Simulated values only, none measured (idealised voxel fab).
process module | voxel wiring stack
cross-section cut | 145 nm wide | cells 5 nm
A cross-section is a grid of square cells, given in bands from the top down. A band is one or more rows of cells.
Each band's line starts with the height of the band's top and of its bottom, in nm. Then come its materials from left to right, each with its width in nm. One material with "throughout" fills the band from edge to edge. "air" is empty space.
Height 0 is the level under which the wafer as received is all one material. The lowest band goes on downwards, as in "0 down".
A width such as "30 to 40" changes by the same amount from each row of cells to the next, from the band's top row to its bottom row.
"no change" after a step means that no cell of the cross-section changed.
closed voids: empty space of 8 cells or more with no open way to the top, each as width x height at its distance from the left edge, in nm
after a step's settings: what the simulator itself notes on the step
overlay nm, on a step with a mask: how far to the right of its planned place the mask lay; to the left if negative
plan
1 op RECEIVE | material Si
2 op CONFORMAL_DEP | material SiO2 | thk nm 15
3 op DIRECTIONAL_DEP | material TiN | thk nm 5
4 op DIRECTIONAL_DEP | material W | thk nm 15
5 op MASKED_ETCH | tone cover | mask id METAL_1 | width nm 20 | pitch nm 45 | etch materials W | depth nm 15 | overlay nm 0
6 op MASKED_ETCH | tone cover | mask id METAL_1 | width nm 20 | pitch nm 45 | etch materials TiN | depth nm 5 | overlay nm 0
7 op FILL_DEP | material lowk | thk nm 5
8 op CMP | height nm 35
9 op CONFORMAL_DEP | material SiCN | thk nm 5
10 op DIRECTIONAL_DEP | material lowk | thk nm 15
11 op DIRECTIONAL_DEP | material aC | thk nm 15
12 op PATTERN | tone open | mask id PLUG_1 | material resist | width nm 15 | thk nm 30 | overlay nm 0
13 op DIRECTIONAL_ETCH | etch materials aC | depth nm 15
14 op STRIP | etch materials resist
15 op DIRECTIONAL_ETCH | etch materials lowk | depth nm 15
16 op DIRECTIONAL_ETCH | etch materials SiCN | depth nm 5
17 op STRIP | etch materials aC
18 op CONFORMAL_DEP | material TiN | thk nm 5
19 op FILL_DEP | material Ru | thk nm 5
20 op CMP | height nm 55
21 op CONFORMAL_DEP | material SiN | thk nm 5
22 op DIRECTIONAL_DEP | material SiO2 | thk nm 15
23 op PATTERN | tone open | mask id METAL_2 | material resist | width nm 20 | pitch nm 45 | thk nm 20 | overlay nm 0
24 op DIRECTIONAL_ETCH | etch materials SiO2 | depth nm 15
25 op DIRECTIONAL_ETCH | etch materials SiN | depth nm 5
26 op STRIP | etch materials resist
27 op CONFORMAL_DEP | material TiN | thk nm 5
28 op FILL_DEP | material Ru | thk nm 10
29 op CMP | height nm 75
30 op CONFORMAL_DEP | material SiN | thk nm 5
first wafer, as planned
as received, after step 1
  0 down: Si throughout
  closed voids: none
after step 2
  15 to 0: SiO2 throughout
  below 0: unchanged
after step 3
  20 to 15: TiN throughout
  below 15: unchanged
after step 4
  35 to 20: W throughout
  below 20: unchanged
after step 5
  35 to 20: air 40 | W 20 | air 25 | W 20 | air 40
  below 20: unchanged
after step 6
  35 to 20: air 40 | W 20 | air 25 | W 20 | air 40
  20 to 15: air 40 | TiN 20 | air 25 | TiN 20 | air 40
  below 15: unchanged
after step 7
  40 to 35: lowk throughout
  35 to 20: lowk 40 | W 20 | lowk 25 | W 20 | lowk 40
  20 to 15: lowk 40 | TiN 20 | lowk 25 | TiN 20 | lowk 40
  below 15: unchanged
after step 8
  35 to 20: lowk 40 | W 20 | lowk 25 | W 20 | lowk 40
  below 20: unchanged
after step 9
  40 to 35: SiCN throughout
  below 35: unchanged
after step 10
  55 to 40: lowk throughout
  below 40: unchanged
after step 11
  70 to 55: aC throughout
  below 55: unchanged
after step 12
  100 to 70: resist 40 | air 15 | resist 90
  below 70: unchanged
after step 13
  85 to 70: resist 40 | air 15 | resist 90
  70 to 55: aC 40 | air 15 | aC 90
  below 55: unchanged
after step 14
  70 to 55: aC 40 | air 15 | aC 90
  below 55: unchanged
after step 15
  70 to 55: aC 40 | air 15 | aC 90
  55 to 40: lowk 40 | air 15 | lowk 90
  below 40: unchanged
after step 16
  70 to 55: aC 40 | air 15 | aC 90
  55 to 40: lowk 40 | air 15 | lowk 90
  40 to 35: SiCN 40 | air 15 | SiCN 90
  below 35: unchanged
after step 17
  55 to 40: lowk 40 | air 15 | lowk 90
  below 40: unchanged
after step 18
  60 to 55: TiN 45 | air 5 | TiN 95
  55 to 40: lowk 40 | TiN 5 | air 5 | TiN 5 | lowk 90
  40 to 35: SiCN 40 | TiN 15 | SiCN 90
  below 35: unchanged
after step 19
  65 to 60: Ru throughout
  60 to 55: TiN 45 | Ru 5 | TiN 95
  55 to 40: lowk 40 | TiN 5 | Ru 5 | TiN 5 | lowk 90
  below 40: unchanged
after step 20
  55 to 40: lowk 40 | TiN 5 | Ru 5 | TiN 5 | lowk 90
  below 40: unchanged
after step 21
  60 to 55: SiN throughout
  below 55: unchanged
after step 22
  75 to 60: SiO2 throughout
  below 60: unchanged
after step 23
  95 to 75: resist 40 | air 20 | resist 25 | air 20 | resist 40
  below 75: unchanged
after step 24
  95 to 75: resist 40 | air 20 | resist 25 | air 20 | resist 40
  75 to 60: SiO2 40 | air 20 | SiO2 25 | air 20 | SiO2 40
  below 60: unchanged
after step 25
  95 to 75: resist 40 | air 20 | resist 25 | air 20 | resist 40
  75 to 60: SiO2 40 | air 20 | SiO2 25 | air 20 | SiO2 40
  60 to 55: SiN 40 | air 20 | SiN 25 | air 20 | SiN 40
  below 55: unchanged
after step 26
  75 to 60: SiO2 40 | air 20 | SiO2 25 | air 20 | SiO2 40
  below 60: unchanged
after step 27
  80 to 75: TiN 45 | air 10 | TiN 35 | air 10 | TiN 45
  75 to 60: SiO2 40 | TiN 5 | air 10 | TiN 5 | SiO2 25 | TiN 5 | air 10 | TiN 5 | SiO2 40
  60 to 55: SiN 40 | TiN 20 | SiN 25 | TiN 20 | SiN 40
  below 55: unchanged
after step 28
  90 to 80: Ru throughout
  80 to 75: TiN 45 | Ru 10 | TiN 35 | Ru 10 | TiN 45
  75 to 60: SiO2 40 | TiN 5 | Ru 10 | TiN 5 | SiO2 25 | TiN 5 | Ru 10 | TiN 5 | SiO2 40
  below 60: unchanged
after step 29
  75 to 60: SiO2 40 | TiN 5 | Ru 10 | TiN 5 | SiO2 25 | TiN 5 | Ru 10 | TiN 5 | SiO2 40
  below 60: unchanged
after step 30
  80 to 75: SiN throughout
  below 75: unchanged
second wafer: like start, like plan, one mistake. Through step 2 it matches the first wafer
when step 3 should have ended: no change
when step 4 should have ended
  30 to 15: W throughout
  below 15: unchanged
when step 5 should have ended
  30 to 15: air 40 | W 20 | air 25 | W 20 | air 40
  below 15: unchanged
when step 6 should have ended: no change
when step 7 should have ended
  35 to 30: lowk throughout
  30 to 15: lowk 40 | W 20 | lowk 25 | W 20 | lowk 40
  below 15: unchanged
when step 8 should have ended: no change
when step 9 should have ended
  40 to 35: SiCN throughout
  below 35: unchanged
when step 10 should have ended
  55 to 40: lowk throughout
  below 40: unchanged
when step 11 should have ended
  70 to 55: aC throughout
  below 55: unchanged
when step 12 should have ended
  100 to 70: resist 40 | air 15 | resist 90
  below 70: unchanged
when step 13 should have ended
  85 to 70: resist 40 | air 15 | resist 90
  70 to 55: aC 40 | air 15 | aC 90
  below 55: unchanged
when step 14 should have ended
  70 to 55: aC 40 | air 15 | aC 90
  below 55: unchanged
when step 15 should have ended
  70 to 55: aC 40 | air 15 | aC 90
  55 to 40: lowk 40 | air 15 | lowk 90
  below 40: unchanged
when step 16 should have ended
  70 to 55: aC 40 | air 15 | aC 90
  55 to 40: lowk 40 | air 15 | lowk 90
  40 to 35: SiCN 40 | air 15 | SiCN 90
  below 35: unchanged
when step 17 should have ended
  55 to 40: lowk 40 | air 15 | lowk 90
  below 40: unchanged
when step 18 should have ended
  60 to 55: TiN 45 | air 5 | TiN 95
  55 to 40: lowk 40 | TiN 5 | air 5 | TiN 5 | lowk 90
  40 to 35: SiCN 40 | TiN 15 | SiCN 90
  below 35: unchanged
when step 19 should have ended
  65 to 60: Ru throughout
  60 to 55: TiN 45 | Ru 5 | TiN 95
  55 to 40: lowk 40 | TiN 5 | Ru 5 | TiN 5 | lowk 90
  below 40: unchanged
when step 20 should have ended
  55 to 40: lowk 40 | TiN 5 | Ru 5 | TiN 5 | lowk 90
  below 40: unchanged
when step 21 should have ended
  60 to 55: SiN throughout
  below 55: unchanged
when step 22 should have ended
  75 to 60: SiO2 throughout
  below 60: unchanged
when step 23 should have ended
  95 to 75: resist 40 | air 20 | resist 25 | air 20 | resist 40
  below 75: unchanged
when step 24 should have ended
  95 to 75: resist 40 | air 20 | resist 25 | air 20 | resist 40
  75 to 60: SiO2 40 | air 20 | SiO2 25 | air 20 | SiO2 40
  below 60: unchanged
when step 25 should have ended
  95 to 75: resist 40 | air 20 | resist 25 | air 20 | resist 40
  75 to 60: SiO2 40 | air 20 | SiO2 25 | air 20 | SiO2 40
  60 to 55: SiN 40 | air 20 | SiN 25 | air 20 | SiN 40
  below 55: unchanged
when step 26 should have ended
  75 to 60: SiO2 40 | air 20 | SiO2 25 | air 20 | SiO2 40
  below 60: unchanged
when step 27 should have ended
  80 to 75: TiN 45 | air 10 | TiN 35 | air 10 | TiN 45
  75 to 60: SiO2 40 | TiN 5 | air 10 | TiN 5 | SiO2 25 | TiN 5 | air 10 | TiN 5 | SiO2 40
  60 to 55: SiN 40 | TiN 20 | SiN 25 | TiN 20 | SiN 40
  below 55: unchanged
when step 28 should have ended
  90 to 80: Ru throughout
  80 to 75: TiN 45 | Ru 10 | TiN 35 | Ru 10 | TiN 45
  75 to 60: SiO2 40 | TiN 5 | Ru 10 | TiN 5 | SiO2 25 | TiN 5 | Ru 10 | TiN 5 | SiO2 40
  below 60: unchanged
when step 29 should have ended
  75 to 60: SiO2 40 | TiN 5 | Ru 10 | TiN 5 | SiO2 25 | TiN 5 | Ru 10 | TiN 5 | SiO2 40
  below 60: unchanged
when step 30 should have ended
  80 to 75: SiN throughout
  below 75: unchanged
what went wrong: step 3 was left out
at the end the second wafer has, in cells: 8 fewer of TiN | 8 more of lowk
